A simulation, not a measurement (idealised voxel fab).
The name of this process module is voxel tone inversion.
Square cell edge 5 nm, section width 220 nm, ID cut.
Cross-section = grid of square cells, listed top down in bands; band = one or more rows.
Heights first: top, then bottom, in nm. Then materials, left to right, each with a width in nm. "full width" on a single material: fills the band edge to edge. "empty": empty space.
Height datum 0, below which the as-received substrate wafer is one material. Lowest band open at the bottom, running downward: "0 and below".
The expression "30 to 40" gives the width at the extremes of the band, the first number at its top row of cells and the second at its bottom row, with the width changing by equal amounts from each row to the next in between.
"left unchanged" -> step changed no cross-section cell.
Reported under the label "closed voids" are the empty spaces having no open way to the top and comprising 8 cells or more; the notation for each is width x height at distance, in which the distance is measured from the left edge and all three values are in nm.
Read whatever lies past the settings on a step's line as the simulator's own remark about the step.
Regarding "overlay nm": on a step with a mask, it is the distance the mask lay to the right of its planned place; a negative value places it to the left.
# This section lists the process steps that were planned
| 1 | RECEIVE,material Si |
| 2 | CONFORMAL_DEP,material SiCN,thk nm 10 |
| 3 | DIRECTIONAL_DEP,material polySi,thk nm 15 |
| 4 | PATTERN,tone cover,mask id POSTS,material resist,width nm 20,pitch nm 50,thk nm 20,overlay nm 0 |
| 5 | DIRECTIONAL_ETCH,etch materials polySi,depth nm 15 |
| 6 | STRIP,etch materials resist |
| 7 | FILL_DEP,material SiO2,thk nm 10 |
| 8 | CMP,height nm 25 |
| 9 | STRIP,etch materials polySi |
| 10 | CONFORMAL_DEP,material TiN,thk nm 5 |
| 11 | FILL_DEP,material Ru,thk nm 5 |
| 12 | CMP,height nm 25 |
| 13 | CONFORMAL_DEP,material SiN,thk nm 5 |
# First of two wafers, with the run carried out as planned
# Delivered wafer in cross-section: state after step 1
    0 and below: Si full width
    closed voids: none
# Wafer section view after processing step 2
    10 down to 0: SiCN full width
    Under 0: no change, same as before.
# Wafer section view after processing step 3
    25 down to 10: polySi full width
    Under 10: no change, same as before.
# Wafer section view after processing step 4
    45 down to 25: 50 of empty; 20 of resist; 30 of empty; 20 of resist; 30 of empty; 20 of resist; 50 of empty
    Under 25: no change, same as before.
# Wafer section view after processing step 5
    45 down to 25: 50 of empty; 20 of resist; 30 of empty; 20 of resist; 30 of empty; 20 of resist; 50 of empty
    25 down to 10: 50 of empty; 20 of polySi; 30 of empty; 20 of polySi; 30 of empty; 20 of polySi; 50 of empty
    Under 10: no change, same as before.
# Wafer section view after processing step 6
    25 down to 10: 50 of empty; 20 of polySi; 30 of empty; 20 of polySi; 30 of empty; 20 of polySi; 50 of empty
    Under 10: no change, same as before.
# Wafer section view after processing step 7
    35 down to 25: SiO2 full width
    25 down to 10: 50 of SiO2; 20 of polySi; 30 of SiO2; 20 of polySi; 30 of SiO2; 20 of polySi; 50 of SiO2
    Under 10: no change, same as before.
# Wafer section view after processing step 8
    25 down to 10: 50 of SiO2; 20 of polySi; 30 of SiO2; 20 of polySi; 30 of SiO2; 20 of polySi; 50 of SiO2
    Under 10: no change, same as before.
# Wafer section view after processing step 9
    25 down to 10: 50 of SiO2; 20 of empty; 30 of SiO2; 20 of empty; 30 of SiO2; 20 of empty; 50 of SiO2
    Under 10: no change, same as before.
# Wafer section view after processing step 10
    30 down to 25: 55 of TiN; 10 of empty; 40 of TiN; 10 of empty; 40 of TiN; 10 of empty; 55 of TiN
    25 down to 15: 50 of SiO2; 5 of TiN; 10 of empty; 5 of TiN; 30 of SiO2; 5 of TiN; 10 of empty; 5 of TiN; 30 of SiO2; 5 of TiN; 10 of empty; 5 of TiN; 50 of SiO2
    15 down to 10: 50 of SiO2; 20 of TiN; 30 of SiO2; 20 of TiN; 30 of SiO2; 20 of TiN; 50 of SiO2
    Under 10: no change, same as before.
# Wafer section view after processing step 11
    35 down to 30: Ru full width
    30 down to 25: 55 of TiN; 10 of Ru; 40 of TiN; 10 of Ru; 40 of TiN; 10 of Ru; 55 of TiN
    25 down to 15: 50 of SiO2; 5 of TiN; 10 of Ru; 5 of TiN; 30 of SiO2; 5 of TiN; 10 of Ru; 5 of TiN; 30 of SiO2; 5 of TiN; 10 of Ru; 5 of TiN; 50 of SiO2
    Under 15: no change, same as before.
# Wafer section view after processing step 12
    25 down to 15: 50 of SiO2; 5 of TiN; 10 of Ru; 5 of TiN; 30 of SiO2; 5 of TiN; 10 of Ru; 5 of TiN; 30 of SiO2; 5 of TiN; 10 of Ru; 5 of TiN; 50 of SiO2
    Under 15: no change, same as before.
# Wafer section view after processing step 13
    30 down to 25: SiN full width
    Under 25: no change, same as before.
# Second wafer, same starting state and plan as the first, one mistake in the run, identical through step 3
# At the planned end of step 4, the second wafer in cross-section
    45 down to 25: 45 of empty; 20 of resist; 30 of empty; 20 of resist; 30 of empty; 20 of resist; 55 of empty
    Under 25: no change, same as before.
# At the planned end of step 5, the second wafer in cross-section
    45 down to 25: 45 of empty; 20 of resist; 30 of empty; 20 of resist; 30 of empty; 20 of resist; 55 of empty
    25 down to 10: 45 of empty; 20 of polySi; 30 of empty; 20 of polySi; 30 of empty; 20 of polySi; 55 of empty
    Under 10: no change, same as before.
# At the planned end of step 6, the second wafer in cross-section
    25 down to 10: 45 of empty; 20 of polySi; 30 of empty; 20 of polySi; 30 of empty; 20 of polySi; 55 of empty
    Under 10: no change, same as before.
# At the planned end of step 7, the second wafer in cross-section
    35 down to 25: SiO2 full width
    25 down to 10: 45 of SiO2; 20 of polySi; 30 of SiO2; 20 of polySi; 30 of SiO2; 20 of polySi; 55 of SiO2
    Under 10: no change, same as before.
# At the planned end of step 8, the second wafer in cross-section
    25 down to 10: 45 of SiO2; 20 of polySi; 30 of SiO2; 20 of polySi; 30 of SiO2; 20 of polySi; 55 of SiO2
    Under 10: no change, same as before.
# At the planned end of step 9, the second wafer in cross-section
    25 down to 10: 45 of SiO2; 20 of empty; 30 of SiO2; 20 of empty; 30 of SiO2; 20 of empty; 55 of SiO2
    Under 10: no change, same as before.
# At the planned end of step 10, the second wafer in cross-section
    30 down to 25: 50 of TiN; 10 of empty; 40 of TiN; 10 of empty; 40 of TiN; 10 of empty; 60 of TiN
    25 down to 15: 45 of SiO2; 5 of TiN; 10 of empty; 5 of TiN; 30 of SiO2; 5 of TiN; 10 of empty; 5 of TiN; 30 of SiO2; 5 of TiN; 10 of empty; 5 of TiN; 55 of SiO2
    15 down to 10: 45 of SiO2; 20 of TiN; 30 of SiO2; 20 of TiN; 30 of SiO2; 20 of TiN; 55 of SiO2
    Under 10: no change, same as before.
# At the planned end of step 11, the second wafer in cross-section
    35 down to 30: Ru full width
    30 down to 25: 50 of TiN; 10 of Ru; 40 of TiN; 10 of Ru; 40 of TiN; 10 of Ru; 60 of TiN
    25 down to 15: 45 of SiO2; 5 of TiN; 10 of Ru; 5 of TiN; 30 of SiO2; 5 of TiN; 10 of Ru; 5 of TiN; 30 of SiO2; 5 of TiN; 10 of Ru; 5 of TiN; 55 of SiO2
    Under 15: no change, same as before.
# At the planned end of step 12, the second wafer in cross-section
    25 down to 15: 45 of SiO2; 5 of TiN; 10 of Ru; 5 of TiN; 30 of SiO2; 5 of TiN; 10 of Ru; 5 of TiN; 30 of SiO2; 5 of TiN; 10 of Ru; 5 of TiN; 55 of SiO2
    Under 15: no change, same as before.
# At the planned end of step 13, the second wafer in cross-section
    30 down to 25: SiN full width
    Under 25: no change, same as before.
Here's what went sideways: step 4 off recipe, ran as PATTERN,tone cover,mask id POSTS,material resist,width nm 20,pitch nm 50,thk nm 20,overlay nm -5
Matching per-material cell counts, mismatched positions: that is how the second wafer compares with the first at the end.
